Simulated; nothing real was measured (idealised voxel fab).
process module | voxel self aligned contacts
cross-section cut | 170 nm wide | cells 5 nm
A cross-section is a grid of square cells, given in bands from the top down. A band is one or more rows of cells.
Each band's line starts with the height of the band's top and of its bottom, in nm. Then come its materials from left to right, each with its width in nm. One material with "throughout" fills the band from edge to edge. "air" is empty space.
Height 0 is the level under which the wafer as received is all one material. The lowest band goes on downwards, as in "0 down".
A width such as "30 to 40" changes by the same amount from each row of cells to the next, from the band's top row to its bottom row.
"no change" after a step means that no cell of the cross-section changed.
closed voids: empty space of 8 cells or more with no open way to the top, each as width x height at its distance from the left edge, in nm
after a step's settings: what the simulator itself notes on the step
overlay nm, on a step with a mask: how far to the right of its planned place the mask lay; to the left if negative
plan
1 op RECEIVE | material Si
2 op CONFORMAL_DEP | material SiO2 | thk nm 5
3 op DIRECTIONAL_DEP | material polySi | thk nm 30
4 op DIRECTIONAL_DEP | material SiN | thk nm 25
5 op MASKED_ETCH | tone cover | mask id GATE | width nm 30 | pitch nm 70 | etch materials SiN | depth nm 25 | overlay nm 0
6 op MASKED_ETCH | tone cover | mask id GATE | width nm 30 | pitch nm 70 | etch materials polySi | depth nm 30 | overlay nm 0
7 op CONFORMAL_DEP | material SiN | thk nm 10
8 op DIRECTIONAL_ETCH | etch materials SiN | depth nm 10
9 op FILL_DEP | material SiO2 | thk nm 10
10 op CMP | height nm 65
11 op DIRECTIONAL_DEP | material aC | thk nm 15
12 op PATTERN | tone open | mask id CONTACT | material resist | width nm 50 | thk nm 35 | overlay nm 0
13 op DIRECTIONAL_ETCH | etch materials aC | depth nm 15
14 op STRIP | etch materials resist
15 op DIRECTIONAL_ETCH | etch materials SiO2 | depth nm 65
16 op STRIP | etch materials aC
17 op CONFORMAL_DEP | material TiN | thk nm 5
18 op FILL_DEP | material W | thk nm 5
19 op CMP | height nm 65
20 op CONFORMAL_DEP | material SiN | thk nm 5
as received, after step 1
  0 down: Si throughout
  closed voids: none
first wafer at the end, as planned
  70 to 65: SiN throughout
  65 to 60: SiO2 60 | TiN 20 | W 10 | TiN 20 | SiO2 60
  60 to 35: SiO2 25 | SiN 50 | TiN 5 | W 10 | TiN 5 | SiN 50 | SiO2 25
  35 to 5: SiO2 25 | SiN 10 | polySi 30 | SiN 10 | TiN 5 | W 10 | TiN 5 | SiN 10 | polySi 30 | SiN 10 | SiO2 25
  5 to 0: SiO2 75 | TiN 20 | SiO2 75
  0 down: Si throughout
  closed voids: none
second wafer at the end: like start, like plan, one mistake
  70 to 65: SiN throughout
  65 to 60: SiO2 60 | TiN 20 | W 15 | TiN 15 | SiO2 60
  60 to 40: SiO2 30 | SiN 45 | TiN 5 | W 15 | TiN 5 | SiN 45 | SiO2 25
  40 to 35: SiO2 30 | SiN 45 | TiN 5 | W 10 | TiN 10 | SiN 45 | SiO2 25
  35 to 5: SiO2 25 | SiN 10 | polySi 30 | SiN 10 | TiN 5 | W 10 | TiN 5 | SiN 10 | polySi 30 | SiN 10 | SiO2 25
  5 to 0: SiO2 75 | TiN 20 | SiO2 75
  0 down: Si throughout
  closed voids: none
what went wrong: step 5 ran as: op MASKED_ETCH | tone cover | mask id GATE | width nm 25 | pitch nm 70 | etch materials SiN | depth nm 25 | overlay nm 0
at the end the second wafer has, in cells: 10 fewer of SiN | 5 more of SiO2 | 5 more of W
